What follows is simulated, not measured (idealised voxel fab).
process module | voxel trench capacitor
cross-section cut | 185 nm wide | cells 5 nm
A cross-section is a grid of square cells, given in bands from the top down. A band is one or more rows of cells.
Each band's line starts with the height of the band's top and of its bottom, in nm. Then come its materials from left to right, each with its width in nm. One material with "throughout" fills the band from edge to edge. "air" is empty space.
Height 0 is the level under which the wafer as received is all one material. The lowest band goes on downwards, as in "0 down".
A width such as "30 to 40" changes by the same amount from each row of cells to the next, from the band's top row to its bottom row.
"no change" after a step means that no cell of the cross-section changed.
closed voids: empty space of 8 cells or more with no open way to the top, each as width x height at its distance from the left edge, in nm
after a step's settings: what the simulator itself notes on the step
overlay nm, on a step with a mask: how far to the right of its planned place the mask lay; to the left if negative
plan
1 op RECEIVE | material Si
2 op CONFORMAL_DEP | material SiN | thk nm 10
3 op PATTERN | tone open | mask id TRENCH | material resist | width nm 15 | pitch nm 40 | thk nm 15 | overlay nm 0
4 op DIRECTIONAL_ETCH | etch materials SiN | depth nm 10
5 op DIRECTIONAL_ETCH | etch materials Si | depth nm 30
6 op STRIP | etch materials resist
7 op CONFORMAL_DEP | material Al2O3 | thk nm 5
8 op FILL_DEP | material polySi | thk nm 5
9 op CMP | height nm 10
as received, after step 1
  0 down: Si throughout
  closed voids: none
first wafer at the end, as planned
  10 to 0: SiN 25 | Al2O3 5 | polySi 5 | Al2O3 5 | SiN 25 | Al2O3 5 | polySi 5 | Al2O3 5 | SiN 25 | Al2O3 5 | polySi 5 | Al2O3 5 | SiN 25 | Al2O3 5 | polySi 5 | Al2O3 5 | SiN 25
  0 to -25: Si 25 | Al2O3 5 | polySi 5 | Al2O3 5 | Si 25 | Al2O3 5 | polySi 5 | Al2O3 5 | Si 25 | Al2O3 5 | polySi 5 | Al2O3 5 | Si 25 | Al2O3 5 | polySi 5 | Al2O3 5 | Si 25
  -25 to -30: Si 25 | Al2O3 15 | Si 25 | Al2O3 15 | Si 25 | Al2O3 15 | Si 25 | Al2O3 15 | Si 25
  -30 down: Si throughout
  closed voids: none
second wafer at the end: like start, like plan, one mistake
  10 to 0: SiN 20 | Al2O3 5 | polySi 5 | Al2O3 5 | SiN 25 | Al2O3 5 | polySi 5 | Al2O3 5 | SiN 25 | Al2O3 5 | polySi 5 | Al2O3 5 | SiN 25 | Al2O3 5 | polySi 5 | Al2O3 5 | SiN 30
  0 to -25: Si 20 | Al2O3 5 | polySi 5 | Al2O3 5 | Si 25 | Al2O3 5 | polySi 5 | Al2O3 5 | Si 25 | Al2O3 5 | polySi 5 | Al2O3 5 | Si 25 | Al2O3 5 | polySi 5 | Al2O3 5 | Si 30
  -25 to -30: Si 20 | Al2O3 15 | Si 25 | Al2O3 15 | Si 25 | Al2O3 15 | Si 25 | Al2O3 15 | Si 30
  -30 down: Si throughout
  closed voids: none
what went wrong: step 3 ran as: op PATTERN | tone open | mask id TRENCH | material resist | width nm 15 | pitch nm 40 | thk nm 15 | overlay nm -5
at the end the second wafer has, in cells: as many of each material as the first, in other places
